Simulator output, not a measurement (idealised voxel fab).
process module | voxel fin reveal
cross-section cut | 185 nm wide | cells 5 nm
A cross-section is a grid of square cells, given in bands from the top down. A band is one or more rows of cells.
Each band's line starts with the height of the band's top and of its bottom, in nm. Then come its materials from left to right, each with its width in nm. One material with "throughout" fills the band from edge to edge. "air" is empty space.
Height 0 is the level under which the wafer as received is all one material. The lowest band goes on downwards, as in "0 down".
A width such as "30 to 40" changes by the same amount from each row of cells to the next, from the band's top row to its bottom row.
"no change" after a step means that no cell of the cross-section changed.
closed voids: empty space of 8 cells or more with no open way to the top, each as width x height at its distance from the left edge, in nm
after a step's settings: what the simulator itself notes on the step
overlay nm, on a step with a mask: how far to the right of its planned place the mask lay; to the left if negative
plan
1 op RECEIVE | material Si
2 op CONFORMAL_DEP | material SiN | thk nm 10
3 op MASKED_ETCH | tone cover | mask id FINS | width nm 15 | pitch nm 35 | etch materials SiN | depth nm 10 | overlay nm 0
4 op MASKED_ETCH | tone cover | mask id FINS | width nm 15 | pitch nm 35 | etch materials Si | depth nm 40 | overlay nm 0
5 op FILL_DEP | material SiO2 | thk nm 5
6 op CMP | height nm 10
7 op SELECTIVE_ETCH | etch materials SiO2 | depth nm 30
8 op STRIP | etch materials SiN
9 op CONFORMAL_DEP | material HfO2 | thk nm 5
first wafer, as planned
as received, after step 1
  0 down: Si throughout
  closed voids: none
after step 2
  10 to 0: SiN throughout
  below 0: unchanged
after step 3
  10 to 0: air 65 | SiN 15 | air 20 | SiN 15 | air 70
  below 0: unchanged
after step 4
  10 to 0: air 65 | SiN 15 | air 20 | SiN 15 | air 70
  0 to -40: air 65 | Si 15 | air 20 | Si 15 | air 70
  below -40: unchanged
after step 5
  15 to 10: SiO2 throughout
  10 to 0: SiO2 65 | SiN 15 | SiO2 20 | SiN 15 | SiO2 70
  0 to -40: SiO2 65 | Si 15 | SiO2 20 | Si 15 | SiO2 70
  below -40: unchanged
after step 6
  10 to 0: SiO2 65 | SiN 15 | SiO2 20 | SiN 15 | SiO2 70
  below 0: unchanged
after step 7
  10 to 0: air 65 | SiN 15 | air 20 | SiN 15 | air 70
  0 to -20: air 65 | Si 15 | air 20 | Si 15 | air 70
  below -20: unchanged
after step 8
  0 to -20: air 65 | Si 15 | air 20 | Si 15 | air 70
  below -20: unchanged
after step 9
  5 to 0: air 60 | HfO2 25 | air 10 | HfO2 25 | air 65
  0 to -15: air 60 | HfO2 5 | Si 15 | HfO2 5 | air 10 | HfO2 5 | Si 15 | HfO2 5 | air 65
  -15 to -20: HfO2 65 | Si 15 | HfO2 20 | Si 15 | HfO2 70
  below -20: unchanged
second wafer: like start, like plan, one mistake. Through step 6 it matches the first wafer
when step 7 should have ended
  10 to 0: SiO2 65 | air 15 | SiO2 20 | air 15 | SiO2 70
  below 0: unchanged
when step 8 should have ended
  0 to -20: air 65 | Si 15 | air 20 | Si 15 | air 70
  -20 to -30: SiO2 35 | air 30 | Si 15 | air 20 | Si 15 | air 30 | SiO2 40
  below -30: unchanged
when step 9 should have ended
  5 to 0: air 60 | HfO2 25 | air 10 | HfO2 25 | air 65
  0 to -15: air 60 | HfO2 5 | Si 15 | HfO2 5 | air 10 | HfO2 5 | Si 15 | HfO2 5 | air 65
  -15 to -20: HfO2 40 | air 20 | HfO2 5 | Si 15 | HfO2 5 | air 10 | HfO2 5 | Si 15 | HfO2 5 | air 20 | HfO2 45
  -20 to -25: SiO2 35 | HfO2 5 | air 20 | HfO2 5 | Si 15 | HfO2 5 | air 10 | HfO2 5 | Si 15 | HfO2 5 | air 20 | HfO2 5 | SiO2 40
  -25 to -30: SiO2 35 | HfO2 30 | Si 15 | HfO2 20 | Si 15 | HfO2 30 | SiO2 40
  below -30: unchanged
what went wrong: steps 7 and 8 were swapped
at the end the second wafer has, in cells: 12 more of HfO2 | 32 fewer of SiO2
